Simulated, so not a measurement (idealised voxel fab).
process module | voxel ribs on slabs
cross-section cut | 285 nm wide | cells 5 nm
A cross-section is a grid of square cells, given in bands from the top down. A band is one or more rows of cells.
Each band's line starts with the height of the band's top and of its bottom, in nm. Then come its materials from left to right, each with its width in nm. One material with "throughout" fills the band from edge to edge. "air" is empty space.
Height 0 is the level under which the wafer as received is all one material. The lowest band goes on downwards, as in "0 down".
A width such as "30 to 40" changes by the same amount from each row of cells to the next, from the band's top row to its bottom row.
"no change" after a step means that no cell of the cross-section changed.
closed voids: empty space of 8 cells or more with no open way to the top, each as width x height at its distance from the left edge, in nm
after a step's settings: what the simulator itself notes on the step
overlay nm, on a step with a mask: how far to the right of its planned place the mask lay; to the left if negative
plan
1 op RECEIVE | material Si
2 op DIRECTIONAL_DEP | material SiO2 | thk nm 30
3 op DIRECTIONAL_DEP | material SiN | thk nm 20
4 op DIRECTIONAL_DEP | material aC | thk nm 15
5 op PATTERN | tone cover | mask id RIB | material resist | width nm 30 | thk nm 30 | overlay nm 0
6 op DIRECTIONAL_ETCH | etch materials aC | depth nm 15
7 op STRIP | etch materials resist
8 op DIRECTIONAL_ETCH | etch materials SiN | depth nm 5
9 op STRIP | etch materials aC
10 op DIRECTIONAL_DEP | material aC | thk nm 15
11 op PATTERN | tone cover | mask id SLAB | material resist | width nm 60 | thk nm 35 | overlay nm 0
12 op DIRECTIONAL_ETCH | etch materials aC | depth nm 15
13 op STRIP | etch materials resist
14 op DIRECTIONAL_ETCH | etch materials SiN | depth nm 15
15 op STRIP | etch materials aC
16 op FILL_DEP | material SiO2 | thk nm 25
17 op CMP | height nm 65
18 op DIRECTIONAL_DEP | material W | thk nm 10
19 op PATTERN | tone cover | mask id HEATER | material resist | width nm 40 | thk nm 20 | overlay nm 0
20 op DIRECTIONAL_ETCH | etch materials W | depth nm 10
21 op STRIP | etch materials resist
22 op CONFORMAL_DEP | material SiN | thk nm 10
as received, after step 1
  0 down: Si throughout
  closed voids: none
first wafer at the end, as planned
  85 to 75: air 110 | SiN 60 | air 115
  75 to 65: SiN 120 | W 40 | SiN 125
  65 to 50: SiO2 throughout
  50 to 45: SiO2 125 | SiN 30 | SiO2 130
  45 to 30: SiO2 110 | SiN 60 | SiO2 115
  30 to 0: SiO2 throughout
  0 down: Si throughout
  closed voids: none
second wafer at the end: like start, like plan, one mistake
  85 to 75: air 115 | SiN 60 | air 110
  75 to 65: SiN 125 | W 40 | SiN 120
  65 to 50: SiO2 throughout
  50 to 45: SiO2 125 | SiN 30 | SiO2 130
  45 to 30: SiO2 110 | SiN 60 | SiO2 115
  30 to 0: SiO2 throughout
  0 down: Si throughout
  closed voids: none
what went wrong: step 19 ran as: op PATTERN | tone cover | mask id HEATER | material resist | width nm 40 | thk nm 20 | overlay nm 5
at the end the second wafer has, in cells: as many of each material as the first, in other places
